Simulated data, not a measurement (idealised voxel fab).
process module | voxel wiring stack
cross-section cut | 255 nm wide | cells 5 nm
A cross-section is a grid of square cells, given in bands from the top down. A band is one or more rows of cells.
Each band's line starts with the height of the band's top and of its bottom, in nm. Then come its materials from left to right, each with its width in nm. One material with "throughout" fills the band from edge to edge. "air" is empty space.
Height 0 is the level under which the wafer as received is all one material. The lowest band goes on downwards, as in "0 down".
A width such as "30 to 40" changes by the same amount from each row of cells to the next, from the band's top row to its bottom row.
"no change" after a step means that no cell of the cross-section changed.
closed voids: empty space of 8 cells or more with no open way to the top, each as width x height at its distance from the left edge, in nm
after a step's settings: what the simulator itself notes on the step
overlay nm, on a step with a mask: how far to the right of its planned place the mask lay; to the left if negative
plan
1 op RECEIVE | material Si
2 op CONFORMAL_DEP | material SiO2 | thk nm 10
3 op CONFORMAL_DEP | material SiCN | thk nm 5
4 op DIRECTIONAL_DEP | material SiO2 | thk nm 15
5 op MASKED_ETCH | tone open | mask id METAL_1 | width nm 20 | pitch nm 50 | etch materials SiO2 | depth nm 15 | overlay nm 0
6 op MASKED_ETCH | tone open | mask id METAL_1 | width nm 20 | pitch nm 50 | etch materials SiCN | depth nm 5 | overlay nm 0
7 op CONFORMAL_DEP | material TiN | thk nm 5
8 op FILL_DEP | material Cu | thk nm 10
9 op CMP | height nm 30
10 op CONFORMAL_DEP | material SiCN | thk nm 5
11 op DIRECTIONAL_DEP | material SiO2 | thk nm 15
12 op MASKED_ETCH | tone open | mask id PLUG_1 | width nm 15 | pitch nm 100 | etch materials SiO2 | depth nm 15 | overlay nm 0
13 op MASKED_ETCH | tone open | mask id PLUG_1 | width nm 15 | pitch nm 100 | etch materials SiCN | depth nm 5 | overlay nm 0
14 op EPI | material Ru | thk nm 10
15 op EPI | material Ru | thk nm 10
16 op DIRECTIONAL_DEP | material TiN | thk nm 5
17 op DIRECTIONAL_DEP | material Ru | thk nm 20
18 op MASKED_ETCH | tone cover | mask id METAL_2 | width nm 20 | pitch nm 50 | etch materials Ru | depth nm 20 | overlay nm 0
19 op MASKED_ETCH | tone cover | mask id METAL_2 | width nm 20 | pitch nm 50 | etch materials TiN | depth nm 5 | overlay nm 0
20 op FILL_DEP | material lowk | thk nm 5
21 op CMP | height nm 75
22 op CONFORMAL_DEP | material SiCN | thk nm 5
as received, after step 1
  0 down: Si throughout
  closed voids: none
a wafer at the end: this start, this plan, one mistake
  80 to 75: SiCN throughout
  75 to 65: lowk 40 | Ru 20 | lowk 30 | Ru 20 | lowk 30 | Ru 20 | lowk 30 | Ru 20 | lowk 45
  65 to 55: Ru throughout
  55 to 50: TiN 40 | Ru 15 | TiN 85 | Ru 15 | TiN 100
  50 to 45: SiO2 40 | Ru 15 | SiO2 85 | Ru 15 | SiO2 100
  45 to 40: SiO2 40 | TiN 15 | SiO2 85 | TiN 15 | SiO2 100
  40 to 35: SiO2 40 | Ru 15 | SiO2 85 | Ru 15 | SiO2 100
  35 to 30: SiCN 40 | Ru 15 | SiCN 85 | Ru 15 | SiCN 100
  30 to 15: SiO2 40 | TiN 5 | Cu 10 | TiN 5 | SiO2 30 | TiN 5 | Cu 10 | TiN 5 | SiO2 30 | TiN 5 | Cu 10 | TiN 5 | SiO2 30 | TiN 5 | Cu 10 | TiN 5 | SiO2 45
  15 to 10: SiCN 40 | TiN 20 | SiCN 30 | TiN 20 | SiCN 30 | TiN 20 | SiCN 30 | TiN 20 | SiCN 45
  10 to 0: SiO2 throughout
  0 down: Si throughout
  closed voids: none
what went wrong: steps 15 and 16 were swapped
